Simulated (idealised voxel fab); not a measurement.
process module | voxel gate over fins
cross-section cut | 235 nm wide | cells 5 nm
A cross-section is a grid of square cells, given in bands from the top down. A band is one or more rows of cells.
Each band's line starts with the height of the band's top and of its bottom, in nm. Then come its materials from left to right, each with its width in nm. One material with "throughout" fills the band from edge to edge. "air" is empty space.
Height 0 is the level under which the wafer as received is all one material. The lowest band goes on downwards, as in "0 down".
A width such as "30 to 40" changes by the same amount from each row of cells to the next, from the band's top row to its bottom row.
"no change" after a step means that no cell of the cross-section changed.
closed voids: empty space of 8 cells or more with no open way to the top, each as width x height at its distance from the left edge, in nm
after a step's settings: what the simulator itself notes on the step
overlay nm, on a step with a mask: how far to the right of its planned place the mask lay; to the left if negative
plan
1 op RECEIVE | material Si
2 op CONFORMAL_DEP | material SiN | thk nm 10
3 op DIRECTIONAL_DEP | material aC | thk nm 10
4 op PATTERN | tone cover | mask id FINS | material resist | width nm 15 | pitch nm 50 | thk nm 25 | overlay nm -15
5 op DIRECTIONAL_ETCH | etch materials aC | depth nm 10
6 op STRIP | etch materials resist
7 op DIRECTIONAL_ETCH | etch materials SiN | depth nm 10
8 op DIRECTIONAL_ETCH | etch materials Si | depth nm 35
9 op STRIP | etch materials aC
10 op OXIDIZE | depth nm 5
11 op FILL_DEP | material SiO2 | thk nm 10
12 op CMP | height nm 10
13 op DIRECTIONAL_DEP | material aC | thk nm 10
14 op PATTERN | tone open | mask id RAIL | material resist | width nm 15 | thk nm 30 | overlay nm 0
15 op DIRECTIONAL_ETCH | etch materials aC | depth nm 10
16 op STRIP | etch materials resist
17 op DIRECTIONAL_ETCH | etch materials SiO2 | depth nm 40
18 op STRIP | etch materials aC
19 op CONFORMAL_DEP | material TiN | thk nm 5
20 op FILL_DEP | material Ru | thk nm 5
21 op CMP | height nm 10
22 op SELECTIVE_ETCH | etch materials W Ru TiN | depth nm 35
23 op FILL_DEP | material SiO2 | thk nm 5
24 op CMP | height nm 10
25 op SELECTIVE_ETCH | etch materials SiO2 | depth nm 25
26 op STRIP | etch materials SiN
27 op CONFORMAL_DEP | material HfO2 | thk nm 5
28 op CONFORMAL_DEP | material TiN | thk nm 5
29 op CONFORMAL_DEP | material TiAl | thk nm 5
30 op CONFORMAL_DEP | material TiN | thk nm 5
31 op FILL_DEP | material W | thk nm 10
32 op CMP | height nm 25
33 op CONFORMAL_DEP | material SiN | thk nm 10
varied across the wafers: overlay nm of step 4. The plan shows the first wafer's value. All wafers start alike
first wafer as received, after step 1
  0 down: Si throughout
  closed voids: none
each wafer at the end: cells of each material gained (+) or lost (-) since it was received, then its closed voids
overlay nm -15 | +71 HfO2 | -344 Si | +94 SiN | +213 SiO2 | +71 TiAl | +144 TiN | +80 W | closed voids: none
overlay nm -10 | +71 HfO2 | -344 Si | +94 SiN | +212 SiO2 | +71 TiAl | +145 TiN | +80 W | closed voids: none
overlay nm -5 | +71 HfO2 | -344 Si | +94 SiN | +212 SiO2 | +71 TiAl | +145 TiN | +80 W | closed voids: none
overlay nm 0 | +71 HfO2 | -344 Si | +94 SiN | +212 SiO2 | +71 TiAl | +145 TiN | +80 W | closed voids: none
overlay nm 5 | +71 HfO2 | -344 Si | +94 SiN | +212 SiO2 | +71 TiAl | +145 TiN | +80 W | closed voids: none
overlay nm 10 | +71 HfO2 | -344 Si | +94 SiN | +212 SiO2 | +71 TiAl | +145 TiN | +80 W | closed voids: none
overlay nm 15 | +71 HfO2 | -344 Si | +94 SiN | +213 SiO2 | +71 TiAl | +144 TiN | +80 W | closed voids: none
